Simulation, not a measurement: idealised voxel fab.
Presented below is a process module, voxel quadruple lines.
The figure presents cross-section cut, which has a width of 290 nm and is divided into square cells with an edge length of 5 nm.
Cross-sections here: square-cell grids, written as top-down lists of bands, a band being one or more rows of cells.
Top, bottom (nm), then materials left to right with widths (nm); lone material tagged "throughout" fills the whole band edge to edge; "empty" = empty space.
For the purposes of this specification, 0 denotes the height below which the wafer in its as-received condition is composed wholly of one material, and the lowermost band, lacking a lower limit, extends downward without end, as expressed in "0 and below".
Quick explanation for "30->40": the width changes in equal steps down the rows of cells, from the first number in the band's top row to the second number in its bottom row.
You'll sometimes find "identical to before" written for a step, and that's the way of saying that nowhere in the cross-section did a cell change during that step.
Empty spaces counting at least 8 cells and having no open way to the top are listed in "Trapped void list". The notation width x height at distance is used for each, the distance being from the left edge and all three values in nm.
It should be noted that, on the line of a given step, the content following the step's settings is a remark produced by the simulator itself with respect to that step.
Steps that use a mask can have "overlay nm" on their line. It says how far the mask sat to the right of where it was meant to be. Negative means to the left.
**Set out below are the planned steps of the process**
1: RECEIVE: material Si
2: CONFORMAL_DEP: material Al2O3, thk nm 5
3: DIRECTIONAL_DEP: material W, thk nm 10
4: DIRECTIONAL_DEP: material polySi, thk nm 15
5: DIRECTIONAL_DEP: material aC, thk nm 20
6: PATTERN: tone cover, mask id MANDREL, material resist, width nm 35, pitch nm 100, thk nm 30, overlay nm 0
7: DIRECTIONAL_ETCH: etch materials aC, depth nm 20
8: STRIP: etch materials resist
9: CONFORMAL_DEP: material SiO2, thk nm 15
10: DIRECTIONAL_ETCH: etch materials SiO2, depth nm 15
11: STRIP: etch materials aC
12: DIRECTIONAL_ETCH: etch materials polySi, depth nm 15
13: STRIP: etch materials SiO2
14: CONFORMAL_DEP: material SiCN, thk nm 10
15: DIRECTIONAL_ETCH: etch materials SiCN, depth nm 10
16: STRIP: etch materials polySi
17: DIRECTIONAL_ETCH: etch materials W, depth nm 10
18: STRIP: etch materials SiCN
19: FILL_DEP: material SiO2, thk nm 5
20: CMP: height nm 15
**So this is the incoming wafer in cross-section - it's already been through step 1**
0 and below  Si throughout
Trapped void list: none
**Wafer at module end, in section. Began as above, planned as above, run with one mistake**
15 down to 10  Al2O3 throughout
10 down to 0  W throughout
0 and below  Si throughout
Trapped void list: none
The mistake made against the process plan was this: steps 2 and 3 of the plan were each performed in the slot designated for the other
